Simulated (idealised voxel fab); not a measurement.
process module | voxel gate over fins
cross-section cut | 230 nm wide | cells 5 nm
A cross-section is a grid of square cells, given in bands from the top down. A band is one or more rows of cells.
Each band's line starts with the height of the band's top and of its bottom, in nm. Then come its materials from left to right, each with its width in nm. One material with "throughout" fills the band from edge to edge. "air" is empty space.
Height 0 is the level under which the wafer as received is all one material. The lowest band goes on downwards, as in "0 down".
A width such as "30 to 40" changes by the same amount from each row of cells to the next, from the band's top row to its bottom row.
"no change" after a step means that no cell of the cross-section changed.
closed voids: empty space of 8 cells or more with no open way to the top, each as width x height at its distance from the left edge, in nm
after a step's settings: what the simulator itself notes on the step
overlay nm, on a step with a mask: how far to the right of its planned place the mask lay; to the left if negative
plan
1 op RECEIVE | material Si
2 op CONFORMAL_DEP | material SiN | thk nm 10
3 op PATTERN | tone cover | mask id FINS | material resist | width nm 15 | pitch nm 40 | thk nm 15 | overlay nm 0
4 op DIRECTIONAL_ETCH | etch materials SiN | depth nm 10
5 op DIRECTIONAL_ETCH | etch materials Si | depth nm 40
6 op STRIP | etch materials resist
7 op OXIDIZE | depth nm 5
8 op FILL_DEP | material SiO2 | thk nm 15
9 op CMP | height nm 10
10 op SELECTIVE_ETCH | etch materials SiO2 | depth nm 20
11 op STRIP | etch materials SiN
12 op CONFORMAL_DEP | material HfO2 | thk nm 5
13 op CONFORMAL_DEP | material TiN | thk nm 5
14 op CONFORMAL_DEP | material TiAl | thk nm 5
15 op CONFORMAL_DEP | material TiN | thk nm 5
16 op FILL_DEP | material W | thk nm 10
17 op CMP | height nm 25
18 op CONFORMAL_DEP | material SiCN | thk nm 5
as received, after step 1
  0 down: Si throughout
  closed voids: none
first wafer at the end, as planned
  30 to 25: SiCN throughout
  25 to 20: W throughout
  20 to 15: W 50 | TiN 125 | W 55
  15 to 10: W 50 | TiN 5 | TiAl 35 | TiN 5 | TiAl 35 | TiN 5 | TiAl 35 | TiN 5 | W 55
  10 to 5: TiN 55 | TiAl 5 | TiN 25 | TiAl 5 | TiN 5 | TiAl 5 | TiN 25 | TiAl 5 | TiN 5 | TiAl 5 | TiN 25 | TiAl 5 | TiN 60
  5 to 0: TiAl 60 | TiN 5 | HfO2 15 | TiN 5 | TiAl 15 | TiN 5 | HfO2 15 | TiN 5 | TiAl 15 | TiN 5 | HfO2 15 | TiN 5 | TiAl 65
  0 to -5: TiN 65 | HfO2 5 | Si 5 | HfO2 5 | TiN 25 | HfO2 5 | Si 5 | HfO2 5 | TiN 25 | HfO2 5 | Si 5 | HfO2 5 | TiN 70
  -5 to -10: HfO2 70 | Si 5 | HfO2 35 | Si 5 | HfO2 35 | Si 5 | HfO2 75
  -10 to -45: SiO2 70 | Si 5 | SiO2 35 | Si 5 | SiO2 35 | Si 5 | SiO2 75
  -45 down: Si throughout
  closed voids: none
second wafer at the end: like start, like plan, one mistake
  30 to 25: SiCN throughout
  25 to 20: W throughout
  20 to 15: TiN throughout
  15 to 10: TiAl throughout
  10 to 5: TiN 70 | TiAl 5 | TiN 35 | TiAl 5 | TiN 35 | TiAl 5 | TiN 75
  5 to 0: HfO2 65 | TiN 5 | TiAl 5 | TiN 5 | HfO2 25 | TiN 5 | TiAl 5 | TiN 5 | HfO2 25 | TiN 5 | TiAl 5 | TiN 5 | HfO2 70
  0 to -5: Si 60 | HfO2 5 | TiN 15 | HfO2 5 | Si 15 | HfO2 5 | TiN 15 | HfO2 5 | Si 15 | HfO2 5 | TiN 15 | HfO2 5 | Si 65
  -5 to -10: Si 60 | HfO2 25 | Si 15 | HfO2 25 | Si 15 | HfO2 25 | Si 65
  -10 to -45: Si 60 | SiO2 25 | Si 15 | SiO2 25 | Si 15 | SiO2 25 | Si 65
  -45 down: Si throughout
  closed voids: none
what went wrong: step 3 ran as: op PATTERN | tone open | mask id FINS | material resist | width nm 15 | pitch nm 40 | thk nm 15 | overlay nm 0
at the end the second wafer has, in cells: 252 more of Si | 196 fewer of SiO2 | 6 fewer of TiAl | 8 fewer of TiN | 42 fewer of W
